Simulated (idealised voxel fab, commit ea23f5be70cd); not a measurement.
process module | voxel double patterning
cross-section cut | 210 nm wide | cells 5 nm
A cross-section is a grid of square cells, given in bands from the top down. A band is one or more rows of cells.
Each band's line starts with the height of the band's top and of its bottom, in nm. Then come its materials from left to right, each with its width in nm. One material with "throughout" fills the band from edge to edge. "air" is empty space.
Height 0 is the level under which the wafer as received is all one material. The lowest band goes on downwards, as in "0 down".
A width such as "30 to 40" changes by the same amount from each row of cells to the next, from the band's top row to its bottom row.
"no change" after a step means that no cell of the cross-section changed.
closed voids: empty space of 8 cells or more with no open way to the top, each as width x height at its distance from the left edge, in nm
after a step's settings: what the simulator itself notes on the step
overlay nm, on a step with a mask: how far to the right of its planned place the mask lay; to the left if negative
plan
1 op RECEIVE | material Si
2 op CONFORMAL_DEP | material SiO2 | thk nm 5
3 op DIRECTIONAL_DEP | material W | thk nm 10
4 op DIRECTIONAL_DEP | material SiN | thk nm 10
5 op MASKED_ETCH | tone open | mask id FIRST | width nm 15 | pitch nm 50 | etch materials SiN | depth nm 10 | overlay nm 0
6 op MASKED_ETCH | tone open | mask id SECOND | width nm 15 | etch materials SiN | depth nm 10 | overlay nm 0
7 op DIRECTIONAL_ETCH | etch materials W | depth nm 10
8 op STRIP | etch materials SiN
varied across the wafers: width nm of step 5. The plan shows the first wafer's value. All wafers start alike
first wafer as received, after step 1
  0 down: Si throughout
  closed voids: none
each wafer at the end: cells of each material gained (+) or lost (-) since it was received, then its closed voids
width nm 15 | +42 SiO2 | +66 W | closed voids: none
width nm 20 | +42 SiO2 | +62 W | closed voids: none
width nm 25 | +42 SiO2 | +58 W | closed voids: none
width nm 30 | +42 SiO2 | +54 W | closed voids: none
